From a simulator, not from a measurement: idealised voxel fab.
process module | voxel gate over fins
cross-section cut | 220 nm wide | cells 5 nm
A cross-section is a grid of square cells, given in bands from the top down. A band is one or more rows of cells.
Each band's line starts with the height of the band's top and of its bottom, in nm. Then come its materials from left to right, each with its width in nm. One material with "throughout" fills the band from edge to edge. "air" is empty space.
Height 0 is the level under which the wafer as received is all one material. The lowest band goes on downwards, as in "0 down".
A width such as "30 to 40" changes by the same amount from each row of cells to the next, from the band's top row to its bottom row.
"no change" after a step means that no cell of the cross-section changed.
closed voids: empty space of 8 cells or more with no open way to the top, each as width x height at its distance from the left edge, in nm
after a step's settings: what the simulator itself notes on the step
overlay nm, on a step with a mask: how far to the right of its planned place the mask lay; to the left if negative
plan
1 op RECEIVE | material Si
2 op CONFORMAL_DEP | material SiN | thk nm 10
3 op DIRECTIONAL_DEP | material aC | thk nm 15
4 op PATTERN | tone cover | mask id FINS | material resist | width nm 15 | pitch nm 40 | thk nm 35 | overlay nm 0
5 op DIRECTIONAL_ETCH | etch materials aC | depth nm 15
6 op STRIP | etch materials resist
7 op DIRECTIONAL_ETCH | etch materials SiN | depth nm 10
8 op DIRECTIONAL_ETCH | etch materials Si | depth nm 40
9 op STRIP | etch materials aC
10 op OXIDIZE | depth nm 5
11 op FILL_DEP | material SiO2 | thk nm 5
12 op CMP | height nm 10
13 op SELECTIVE_ETCH | etch materials SiO2 | depth nm 25
14 op STRIP | etch materials SiN
15 op CONFORMAL_DEP | material HfO2 | thk nm 5
16 op CONFORMAL_DEP | material TiN | thk nm 5
17 op CONFORMAL_DEP | material TiAl | thk nm 5
18 op CONFORMAL_DEP | material TiN | thk nm 5
19 op FILL_DEP | material W | thk nm 15
20 op CMP | height nm 30
21 op CONFORMAL_DEP | material SiCN | thk nm 5
as received, after step 1
  0 down: Si throughout
  closed voids: none
first wafer at the end, as planned
  35 to 30: SiCN throughout
  30 to 20: W throughout
  20 to 15: W 25 | TiN 165 | W 30
  15 to 10: W 25 | TiN 5 | TiAl 35 | TiN 5 | TiAl 35 | TiN 5 | TiAl 35 | TiN 5 | TiAl 35 | TiN 5 | W 30
  10 to 5: W 25 | TiN 5 | TiAl 5 | TiN 25 | TiAl 5 | TiN 5 | TiAl 5 | TiN 25 | TiAl 5 | TiN 5 | TiAl 5 | TiN 25 | TiAl 5 | TiN 5 | TiAl 5 | TiN 25 | TiAl 5 | TiN 5 | W 30
  5 to 0: TiN 30 | TiAl 5 | TiN 5 | HfO2 15 | TiN 5 | TiAl 5 | TiN 5 | TiAl 5 | TiN 5 | HfO2 15 | TiN 5 | TiAl 5 | TiN 5 | TiAl 5 | TiN 5 | HfO2 15 | TiN 5 | TiAl 5 | TiN 5 | TiAl 5 | TiN 5 | HfO2 15 | TiN 5 | TiAl 5 | TiN 35
  0 to -5: TiAl 35 | TiN 5 | HfO2 5 | Si 5 | HfO2 5 | TiN 5 | TiAl 15 | TiN 5 | HfO2 5 | Si 5 | HfO2 5 | TiN 5 | TiAl 15 | TiN 5 | HfO2 5 | Si 5 | HfO2 5 | TiN 5 | TiAl 15 | TiN 5 | HfO2 5 | Si 5 | HfO2 5 | TiN 5 | TiAl 40
  -5 to -10: TiN 40 | HfO2 5 | Si 5 | HfO2 5 | TiN 25 | HfO2 5 | Si 5 | HfO2 5 | TiN 25 | HfO2 5 | Si 5 | HfO2 5 | TiN 25 | HfO2 5 | Si 5 | HfO2 5 | TiN 45
  -10 to -15: HfO2 45 | Si 5 | HfO2 35 | Si 5 | HfO2 35 | Si 5 | HfO2 35 | Si 5 | HfO2 50
  -15 to -45: SiO2 45 | Si 5 | SiO2 35 | Si 5 | SiO2 35 | Si 5 | SiO2 35 | Si 5 | SiO2 50
  -45 down: Si throughout
  closed voids: none
second wafer at the end: like start, like plan, one mistake
  35 to 30: SiCN throughout
  30 to 20: W throughout
  20 to 15: W 20 | TiN 175 | W 25
  15 to 10: W 20 | TiN 5 | TiAl 165 | TiN 5 | W 25
  10 to 5: W 20 | TiN 5 | TiAl 5 | TiN 35 | TiAl 5 | TiN 35 | TiAl 5 | TiN 35 | TiAl 5 | TiN 35 | TiAl 5 | TiN 5 | W 25
  5 to 0: TiN 25 | TiAl 5 | TiN 5 | HfO2 25 | TiN 5 | TiAl 5 | TiN 5 | HfO2 25 | TiN 5 | TiAl 5 | TiN 5 | HfO2 25 | TiN 5 | TiAl 5 | TiN 5 | HfO2 25 | TiN 5 | TiAl 5 | TiN 30
  0 to -5: TiAl 30 | TiN 5 | HfO2 5 | Si 15 | HfO2 5 | TiN 5 | TiAl 5 | TiN 5 | HfO2 5 | Si 15 | HfO2 5 | TiN 5 | TiAl 5 | TiN 5 | HfO2 5 | Si 15 | HfO2 5 | TiN 5 | TiAl 5 | TiN 5 | HfO2 5 | Si 15 | HfO2 5 | TiN 5 | TiAl 35
  -5 to -10: TiN 35 | HfO2 5 | Si 15 | HfO2 5 | TiN 15 | HfO2 5 | Si 15 | HfO2 5 | TiN 15 | HfO2 5 | Si 15 | HfO2 5 | TiN 15 | HfO2 5 | Si 15 | HfO2 5 | TiN 40
  -10 to -15: HfO2 40 | Si 15 | HfO2 25 | Si 15 | HfO2 25 | Si 15 | HfO2 25 | Si 15 | HfO2 45
  -15 to -45: SiO2 40 | Si 15 | SiO2 25 | Si 15 | SiO2 25 | Si 15 | SiO2 25 | Si 15 | SiO2 45
  -45 down: Si throughout
  closed voids: none
what went wrong: step 4 ran as: op PATTERN | tone cover | mask id FINS | material resist | width nm 25 | pitch nm 40 | thk nm 35 | overlay nm 0
at the end the second wafer has, in cells: 72 more of Si | 48 fewer of SiO2 | 9 fewer of TiAl | 9 fewer of TiN | 6 fewer of W
